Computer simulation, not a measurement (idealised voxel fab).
Process module heading - voxel wiring stack
FYI the section here is cut, 260 nm wide, cells are 5 nm squares.
Reading order for cross-sections: top band down to bottom band. Underlying form: a grid of square cells. Band size: one or more rows of cells. Look at the band entry: it leads with the top's height and the bottom's height in nm. Then it lists the materials left to right, with a width in nm for each. The word "all across" on a single material says that material fills the band edge to edge. The word "empty" is empty space. Heads up on the height convention: 0 is the point under which the incoming wafer is all one material, and the lowest band has no bottom, it just keeps going down, like "top 0, no bottom". Quick explanation for "30 to 40": the width changes in equal steps down the rows of cells, from the first number in the band's top row to the second number in its bottom row. "identical to before" (step): cross-section cells unchanged, all of them. Enclosed voids (no open way to top), threshold 8 cells or more, entry "Sealed-off cavities", notation width x height at distance, distance from left edge, nm. The remark found on a step's line after its settings is issued by the simulator itself and pertains to that step. overlay nm: mask offset rightward from planned place, masked step; negative means leftward offset.
[Planned process steps]
step 1: RECEIVE with material Si
step 2: CONFORMAL_DEP with material SiO2, thk nm 15
step 3: CONFORMAL_DEP with material SiCN, thk nm 5
step 4: DIRECTIONAL_DEP with material lowk, thk nm 25
step 5: PATTERN with tone open, mask id METAL_1, material resist, width nm 25, pitch nm 40, thk nm 15, overlay nm 0
step 6: DIRECTIONAL_ETCH with etch materials lowk, depth nm 25
step 7: DIRECTIONAL_ETCH with etch materials SiCN, depth nm 5
step 8: STRIP with etch materials resist
step 9: CONFORMAL_DEP with material TiN, thk nm 5
step 10: FILL_DEP with material Cu, thk nm 10
step 11: CMP with height nm 45
step 12: CONFORMAL_DEP with material SiCN, thk nm 5
step 13: DIRECTIONAL_DEP with material lowk, thk nm 35
step 14: PATTERN with tone open, mask id METAL_2_HOLES, material resist, width nm 15, pitch nm 40, thk nm 15, overlay nm 0
step 15: DIRECTIONAL_ETCH with etch materials lowk, depth nm 35
step 16: STRIP with etch materials resist
step 17: MASKED_ETCH with tone open, mask id METAL_2, width nm 25, pitch nm 40, etch materials lowk, depth nm 20, overlay nm 0
step 18: MASKED_ETCH with tone open, mask id METAL_2, width nm 25, pitch nm 40, etch materials SiCN, depth nm 5, overlay nm 0
step 19: CONFORMAL_DEP with material TiN, thk nm 5
step 20: FILL_DEP with material Ru, thk nm 5
step 21: CMP with height nm 85
step 22: CONFORMAL_DEP with material SiCN, thk nm 5
step 23: DIRECTIONAL_DEP with material lowk, thk nm 35
step 24: DIRECTIONAL_DEP with material aC, thk nm 10
step 25: PATTERN with tone open, mask id METAL_3, material resist, width nm 25, pitch nm 40, thk nm 30, overlay nm 0
step 26: DIRECTIONAL_ETCH with etch materials aC, depth nm 10
step 27: STRIP with etch materials resist
step 28: DIRECTIONAL_ETCH with etch materials lowk, depth nm 20
step 29: STRIP with etch materials aC
step 30: DIRECTIONAL_DEP with material aC, thk nm 10
step 31: PATTERN with tone open, mask id METAL_3_HOLES, material resist, width nm 15, pitch nm 80, thk nm 30, overlay nm 0
step 32: DIRECTIONAL_ETCH with etch materials aC, depth nm 10
step 33: STRIP with etch materials resist
step 34: DIRECTIONAL_ETCH with etch materials lowk, depth nm 15
step 35: DIRECTIONAL_ETCH with etch materials SiCN, depth nm 5
step 36: STRIP with etch materials aC
step 37: CONFORMAL_DEP with material TiN, thk nm 5
step 38: FILL_DEP with material Cu, thk nm 10
step 39: CMP with height nm 125
step 40: CONFORMAL_DEP with material SiCN, thk nm 5
step 41: DIRECTIONAL_DEP with material lowk, thk nm 35
step 42: PATTERN with tone open, mask id METAL_4_HOLES, material resist, width nm 15, pitch nm 40, thk nm 20, overlay nm 0
step 43: DIRECTIONAL_ETCH with etch materials lowk, depth nm 35
step 44: STRIP with etch materials resist
step 45: DIRECTIONAL_DEP with material aC, thk nm 10
step 46: PATTERN with tone open, mask id METAL_4, material resist, width nm 25, pitch nm 40, thk nm 30, overlay nm 0
step 47: DIRECTIONAL_ETCH with etch materials aC, depth nm 10
step 48: STRIP with etch materials resist
step 49: DIRECTIONAL_ETCH with etch materials lowk, depth nm 20
step 50: DIRECTIONAL_ETCH with etch materials SiCN, depth nm 5
step 51: STRIP with etch materials aC
step 52: CONFORMAL_DEP with material TiN, thk nm 5
step 53: FILL_DEP with material Cu, thk nm 10
step 54: CMP with height nm 165
step 55: CONFORMAL_DEP with material SiCN, thk nm 5
[Cross-section of the wafer upon arrival, representing the state reached after step 1]
* top 0, no bottom | Si all across
* Sealed-off cavities: none
[Module complete, cross-section. Starting point and plan per above. One mistake made in running the module]
* top 170, bottom 165 | SiCN all across
* top 165, bottom 150 | lowk (75) / TiN (5) / Cu (15) / TiN (5) / lowk (15) / TiN (5) / Cu (15) / TiN (5) / lowk (15) / TiN (5) / Cu (15) / TiN (5) / lowk (80)
* top 150, bottom 145 | lowk (75) / TiN (5) / Cu (5) / TiN (15) / lowk (15) / TiN (5) / Cu (5) / TiN (15) / lowk (15) / TiN (5) / Cu (5) / TiN (15) / lowk (80)
* top 145, bottom 130 | lowk (75) / TiN (5) / Cu (5) / TiN (5) / lowk (25) / TiN (5) / Cu (5) / TiN (5) / lowk (25) / TiN (5) / Cu (5) / TiN (5) / lowk (90)
* top 130, bottom 125 | SiCN (75) / TiN (15) / SiCN (25) / TiN (15) / SiCN (25) / TiN (15) / SiCN (90)
* top 125, bottom 110 | lowk (75) / TiN (5) / Cu (15) / TiN (5) / lowk (15) / TiN (5) / Cu (15) / TiN (5) / lowk (15) / TiN (5) / Cu (15) / TiN (5) / lowk (80)
* top 110, bottom 105 | lowk (75) / TiN (5) / Cu (5) / TiN (15) / lowk (15) / TiN (25) / lowk (15) / TiN (5) / Cu (5) / TiN (15) / lowk (80)
* top 105, bottom 90 | lowk (75) / TiN (5) / Cu (5) / TiN (5) / lowk (65) / TiN (5) / Cu (5) / TiN (5) / lowk (90)
* top 90, bottom 85 | SiCN (75) / TiN (15) / SiCN (65) / TiN (15) / SiCN (90)
* top 85, bottom 70 | Ru (85) / TiN (5) / lowk (10) / TiN (5) / Ru (20) / TiN (5) / lowk (10) / TiN (5) / Ru (20) / TiN (5) / lowk (10) / TiN (5) / Ru (75)
* top 70, bottom 65 | TiN (80) / Ru (5) / TiN (5) / lowk (10) / TiN (20) / Ru (5) / TiN (5) / lowk (10) / TiN (20) / Ru (5) / TiN (5) / lowk (10) / TiN (80)
* top 65, bottom 50 | lowk (75) / TiN (5) / Ru (5) / TiN (5) / lowk (25) / TiN (5) / Ru (5) / TiN (5) / lowk (25) / TiN (5) / Ru (5) / TiN (5) / lowk (90)
* top 50, bottom 45 | SiCN (75) / TiN (15) / SiCN (25) / TiN (15) / SiCN (25) / TiN (15) / SiCN (90)
* top 45, bottom 20 | lowk (75) / TiN (5) / Cu (15) / TiN (5) / lowk (15) / TiN (5) / Cu (15) / TiN (5) / lowk (15) / TiN (5) / Cu (15) / TiN (5) / lowk (80)
* top 20, bottom 15 | SiCN (75) / TiN (25) / SiCN (15) / TiN (25) / SiCN (15) / TiN (25) / SiCN (80)
* top 15, bottom 0 | SiO2 all across
* top 0, no bottom | Si all across
* Sealed-off cavities: none
Misprocessing identified: the process deviated at step 17: the operation and settings actually run there were MASKED_ETCH with tone cover, mask id METAL_2, width nm 25, pitch nm 40, etch materials lowk, depth nm 20, overlay nm 0
